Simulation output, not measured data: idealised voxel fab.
Name of the process module below: voxel tone inversion
Cross-section cut: width 150 nm, square cells of 5 nm.
Cross-section = grid of square cells, listed top down in bands; band = one or more rows. In this notation a band is specified by the heights of its top and bottom, in that order and in nm, after which its materials appear from left to right, each paired with its width in nm. The word "edge to edge" attached to a single material means that material fills the band from edge to edge; the word "blank" stands for empty space. Zero point of the height axis is 0; under it, received wafer = one material. Lowest band: continues down indefinitely, "0 nm and below". Width "30 to 40": first value at the band's top row of cells, second value at its bottom row, equal change from row to row. "nothing got changed" (step): cross-section cells unchanged, all of them. Empty spaces without an open route to the top, at least 8 cells in extent, make up the entry "Cavities, sealed"; each is given as width x height at distance, where the distance is measured from the left edge, and all are in nm. Note: text after step settings on the step line = simulator remark on that step. The setting "overlay nm" may be written on the line of a step. When the step uses a mask, the value reports how far to the right of the planned place the mask lay, and a negative value reports that it lay to the left.

Here's what the planned process steps look like:
step 1: RECEIVE,material Si
step 2: CONFORMAL_DEP,material SiN,thk nm 10
step 3: DIRECTIONAL_DEP,material aC,thk nm 25
step 4: PATTERN,tone cover,mask id POSTS,material resist,width nm 15,pitch nm 45,thk nm 30,overlay nm 0
step 5: DIRECTIONAL_ETCH,etch materials aC,depth nm 25
step 6: STRIP,etch materials resist
step 7: FILL_DEP,material SiO2,thk nm 5
step 8: CMP,height nm 35
step 9: STRIP,etch materials aC
step 10: CONFORMAL_DEP,material TiN,thk nm 5
step 11: FILL_DEP,material W,thk nm 5
step 12: CMP,height nm 35
step 13: CONFORMAL_DEP,material SiCN,thk nm 5

The first of two wafers, run as planned:

As received (post step 1): cross-section:
> 0 nm and below | Si edge to edge
> Cavities, sealed: none

Presented here is a cross-section of the wafer after step 2 has been performed:
> 10 nm to 0 nm | SiN edge to edge
> Everything below 0 is unchanged.

Presented here is a cross-section of the wafer after step 3 has been performed:
> 35 nm to 10 nm | aC edge to edge
> Everything below 10 is unchanged.

Presented here is a cross-section of the wafer after step 4 has been performed:
> 65 nm to 35 nm | 20 blank, 15 resist, 30 blank, 15 resist, 30 blank, 15 resist, 25 blank
> Everything below 35 is unchanged.

Presented here is a cross-section of the wafer after step 5 has been performed:
> 40 nm to 35 nm | 20 blank, 15 resist, 30 blank, 15 resist, 30 blank, 15 resist, 25 blank
> 35 nm to 10 nm | 20 blank, 15 aC, 30 blank, 15 aC, 30 blank, 15 aC, 25 blank
> Everything below 10 is unchanged.

Presented here is a cross-section of the wafer after step 6 has been performed:
> 35 nm to 10 nm | 20 blank, 15 aC, 30 blank, 15 aC, 30 blank, 15 aC, 25 blank
> Everything below 10 is unchanged.

Presented here is a cross-section of the wafer after step 7 has been performed:
> 40 nm to 35 nm | SiO2 edge to edge
> 35 nm to 10 nm | 20 SiO2, 15 aC, 30 SiO2, 15 aC, 30 SiO2, 15 aC, 25 SiO2
> Everything below 10 is unchanged.

Presented here is a cross-section of the wafer after step 8 has been performed:
> 35 nm to 10 nm | 20 SiO2, 15 aC, 30 SiO2, 15 aC, 30 SiO2, 15 aC, 25 SiO2
> Everything below 10 is unchanged.

Presented here is a cross-section of the wafer after step 9 has been performed:
> 35 nm to 10 nm | 20 SiO2, 15 blank, 30 SiO2, 15 blank, 30 SiO2, 15 blank, 25 SiO2
> Everything below 10 is unchanged.

Presented here is a cross-section of the wafer after step 10 has been performed:
> 40 nm to 35 nm | 25 TiN, 5 blank, 40 TiN, 5 blank, 40 TiN, 5 blank, 30 TiN
> 35 nm to 15 nm | 20 SiO2, 5 TiN, 5 blank, 5 TiN, 30 SiO2, 5 TiN, 5 blank, 5 TiN, 30 SiO2, 5 TiN, 5 blank, 5 TiN, 25 SiO2
> 15 nm to 10 nm | 20 SiO2, 15 TiN, 30 SiO2, 15 TiN, 30 SiO2, 15 TiN, 25 SiO2
> Everything below 10 is unchanged.

Presented here is a cross-section of the wafer after step 11 has been performed:
> 45 nm to 40 nm | W edge to edge
> 40 nm to 35 nm | 25 TiN, 5 W, 40 TiN, 5 W, 40 TiN, 5 W, 30 TiN
> 35 nm to 15 nm | 20 SiO2, 5 TiN, 5 W, 5 TiN, 30 SiO2, 5 TiN, 5 W, 5 TiN, 30 SiO2, 5 TiN, 5 W, 5 TiN, 25 SiO2
> Everything below 15 is unchanged.

Presented here is a cross-section of the wafer after step 12 has been performed:
> 35 nm to 15 nm | 20 SiO2, 5 TiN, 5 W, 5 TiN, 30 SiO2, 5 TiN, 5 W, 5 TiN, 30 SiO2, 5 TiN, 5 W, 5 TiN, 25 SiO2
> Everything below 15 is unchanged.

Presented here is a cross-section of the wafer after step 13 has been performed:
> 40 nm to 35 nm | SiCN edge to edge
> Everything below 35 is unchanged.

Wafer two. Identical start, identical plan. One mistake in execution. Identical history through step 1:

Here is the second wafer in cross-section at the point where step 2 of the plan should have been done:
> 25 nm to 0 nm | aC edge to edge
> Everything below 0 is unchanged.

Here is the second wafer in cross-section at the point where step 3 of the plan should have been done:
> 35 nm to 25 nm | SiN edge to edge
> Everything below 25 is unchanged.

Here is the second wafer in cross-section at the point where step 4 of the plan should have been done:
> 65 nm to 35 nm | 20 blank, 15 resist, 30 blank, 15 resist, 30 blank, 15 resist, 25 blank
> Everything below 35 is unchanged.

Here is the second wafer in cross-section at the point where step 5 of the plan should have been done:
> 40 nm to 35 nm | 20 blank, 15 resist, 30 blank, 15 resist, 30 blank, 15 resist, 25 blank
> Everything below 35 is unchanged.

Here is the second wafer in cross-section at the point where step 6 of the plan should have been done:
> 35 nm to 25 nm | SiN edge to edge
> Everything below 25 is unchanged.

Here is the second wafer in cross-section at the point where step 7 of the plan should have been done:
> 40 nm to 35 nm | SiO2 edge to edge
> Everything below 35 is unchanged.

Here is the second wafer in cross-section at the point where step 8 of the plan should have been done:
> 35 nm to 25 nm | SiN edge to edge
> Everything below 25 is unchanged.

Here is the second wafer in cross-section at the point where step 9 of the plan should have been done: nothing got changed

Here is the second wafer in cross-section at the point where step 10 of the plan should have been done:
> 40 nm to 35 nm | TiN edge to edge
> Everything below 35 is unchanged.

Here is the second wafer in cross-section at the point where step 11 of the plan should have been done:
> 45 nm to 40 nm | W edge to edge
> Everything below 40 is unchanged.

Here is the second wafer in cross-section at the point where step 12 of the plan should have been done:
> 35 nm to 25 nm | SiN edge to edge
> Everything below 25 is unchanged.

Here is the second wafer in cross-section at the point where step 13 of the plan should have been done:
> 40 nm to 35 nm | SiCN edge to edge
> Everything below 35 is unchanged.
The mistake made against the process plan was this: steps 2 and 3 traded places in the executed sequence
FYI, end of process, the second wafer has more or fewer cells of some materials than the first: -105 SiO2, -33 TiN, -12 W, +150 aC
